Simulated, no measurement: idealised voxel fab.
Module name: voxel tone inversion (process module)
Cross-section cut: width 170 nm, square cells of 5 nm.
A cross-section is a grid of square cells, given in bands from the top down. A band is one or more rows of cells. A band entry consists of two parts. The first gives the height of the band's top and the height of its bottom, in nm. The rest lists the band's materials from left to right, each with its width in nm. A single material labelled with the word "everywhere" fills the band from edge to edge, and the word "empty" marks empty space. Height 0 is the level under which the wafer as received is all one material. The lowest band goes on downwards, as in "z 0 and below". Quick explanation for "30 to 40": the width changes in equal steps down the rows of cells, from the first number in the band's top row to the second number in its bottom row. Basically "everything unchanged" means that step didn't change any cell in the cross-section. This entry, "Closed void inventory", enumerates those empty regions of no fewer than 8 cells that possess no open connection to the top. Each region is reported in the form width x height at distance, the distance being taken from the left edge, with all three quantities expressed in nm. Text after the settings on a step's line: the simulator's own remark on that step. A step line may carry the setting "overlay nm", which, for steps involving a mask, states the distance by which the mask lay to the right of its intended position; negative values denote displacement to the left.

This section lists the process steps that were planned
- 1: RECEIVE [material Si]
- 2: CONFORMAL_DEP [material SiN] [thk nm 5]
- 3: DIRECTIONAL_DEP [material aC] [thk nm 25]
- 4: PATTERN [tone cover] [mask id POSTS] [material resist] [width nm 15] [pitch nm 40] [thk nm 35] [overlay nm 0]
- 5: DIRECTIONAL_ETCH [etch materials aC] [depth nm 25]
- 6: STRIP [etch materials resist]
- 7: FILL_DEP [material SiO2] [thk nm 5]
- 8: CMP [height nm 30]
- 9: STRIP [etch materials aC]

Delivered wafer in cross-section: state after step 1
  z 0 and below: Si everywhere
  Closed void inventory: none

Look at the cross-section after the module: the wafer started out the way shown above and the plan was the one shown above, yet one mistake was made along the way
  z 30 to 25: SiN everywhere
  z 25 to 0: aC everywhere
  z 0 and below: Si everywhere
  Closed void inventory: none
Diagnosis: steps 2 and 3 swapped
